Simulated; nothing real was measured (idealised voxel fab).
This section sets out a process module, namely voxel capacitor over wiring.
Pictured: cross-section cut, 235 nm wide, on a grid of 5 nm square cells.
This document writes a cross-section as a grid whose cells are square, and gives it as bands, listed from the top down; one or more rows of cells form a band. What a band's entry tells you: where the top is and where the bottom is, as heights in nm, and after that what lies inside, material by material from left to right, each with its width in nm. Empty space is written as the word "blank", and a single material marked with the word "all across" occupies the band from edge to edge. Height datum 0, below which the as-received substrate wafer is one material. Lowest band open at the bottom, running downward: "z 0 and below". Top row gets the first number, bottom row gets the second, and each row in between changes by the same step: that is how a band width like "30 to 40" works. "remains unaltered" (step): cross-section cells unchanged, all of them. For the entry "Closed cavities", the listed items are empty spaces with no open way to the top whose size is 8 cells or more; each item follows the pattern width x height at distance, where distance is from the left edge and all three are in nm. That trailing text on a step's line, after the settings, is the simulator's own remark on the step. A step's line can hold "overlay nm"; with a mask on that step, the setting says how far right of the planned place the mask lay, while a negative setting says it lay to the left.
The steps planned for the process are as follows
step 1: RECEIVE,material Si
step 2: CONFORMAL_DEP,material SiO2,thk nm 15
step 3: CONFORMAL_DEP,material SiCN,thk nm 5
step 4: DIRECTIONAL_DEP,material SiO2,thk nm 25
step 5: MASKED_ETCH,tone open,mask id METAL_1,width nm 30,pitch nm 85,etch materials SiO2,depth nm 25,overlay nm 0
step 6: MASKED_ETCH,tone open,mask id METAL_1,width nm 30,pitch nm 85,etch materials SiCN,depth nm 5,overlay nm 0
step 7: CONFORMAL_DEP,material TiN,thk nm 5
step 8: FILL_DEP,material Cu,thk nm 5
step 9: CMP,height nm 45
step 10: CONFORMAL_DEP,material SiCN,thk nm 5
step 11: DIRECTIONAL_DEP,material SiO2,thk nm 20
step 12: DIRECTIONAL_DEP,material aC,thk nm 15
step 13: PATTERN,tone open,mask id PLUG_1,material resist,width nm 15,thk nm 30,overlay nm 0
step 14: DIRECTIONAL_ETCH,etch materials aC,depth nm 15
step 15: STRIP,etch materials resist
step 16: DIRECTIONAL_ETCH,etch materials SiO2,depth nm 20
step 17: DIRECTIONAL_ETCH,etch materials SiCN,depth nm 5
step 18: STRIP,etch materials aC
step 19: CONFORMAL_DEP,material TiN,thk nm 5
step 20: FILL_DEP,material Cu,thk nm 10
step 21: CMP,height nm 70
step 22: DIRECTIONAL_DEP,material TiN,thk nm 10
step 23: DIRECTIONAL_DEP,material HfO2,thk nm 5
step 24: DIRECTIONAL_DEP,material TiN,thk nm 10
step 25: PATTERN,tone cover,mask id UPPER_PLATE,material resist,width nm 60,thk nm 15,overlay nm 0
step 26: DIRECTIONAL_ETCH,etch materials TiN,depth nm 10
step 27: DIRECTIONAL_ETCH,etch materials HfO2,depth nm 5
step 28: STRIP,etch materials resist
step 29: MASKED_ETCH,tone cover,mask id LOWER_PLATE,width nm 70,etch materials TiN,depth nm 10,overlay nm 0
step 30: FILL_DEP,material SiO2,thk nm 15
step 31: CMP,height nm 105
step 32: DIRECTIONAL_DEP,material aC,thk nm 15
step 33: PATTERN,tone open,mask id PLUG_2,material resist,width nm 15,thk nm 30,overlay nm 0
step 34: DIRECTIONAL_ETCH,etch materials aC,depth nm 15
step 35: STRIP,etch materials resist
step 36: DIRECTIONAL_ETCH,etch materials SiO2,depth nm 10
step 37: STRIP,etch materials aC
step 38: CONFORMAL_DEP,material TiN,thk nm 5
step 39: FILL_DEP,material Ru,thk nm 10
step 40: CMP,height nm 105
step 41: CONFORMAL_DEP,material SiN,thk nm 5
As-received state of the wafer in cross-section, equivalent to post-step 1
  z 0 and below | Si all across
  Closed cavities: none
The plan above was carried out on the starting structure above with one mistake, and this cross-section shows the wafer at the end of the module
  z 110 to 105 | SiN all across
  z 105 to 100 | 85 SiO2 | 5 TiN | 5 Ru | 5 TiN | 135 SiO2
  z 100 to 95 | 85 SiO2 | 15 TiN | 135 SiO2
  z 95 to 85 | 75 SiO2 | 60 TiN | 100 SiO2
  z 85 to 80 | 75 SiO2 | 60 HfO2 | 100 SiO2
  z 80 to 70 | 70 SiO2 | 70 TiN | 95 SiO2
  z 70 to 65 | 75 SiCN | 15 TiN | 145 SiCN
  z 65 to 45 | SiO2 all across
  z 45 to 20 | 60 SiO2 | 5 TiN | 20 Cu | 5 TiN | 55 SiO2 | 5 TiN | 20 Cu | 5 TiN | 60 SiO2
  z 20 to 15 | 60 SiCN | 30 TiN | 55 SiCN | 30 TiN | 60 SiCN
  z 15 to 0 | SiO2 all across
  z 0 and below | Si all across
  Closed cavities: none
What was done differently from what was planned? plan steps 10 and 11 run swapped
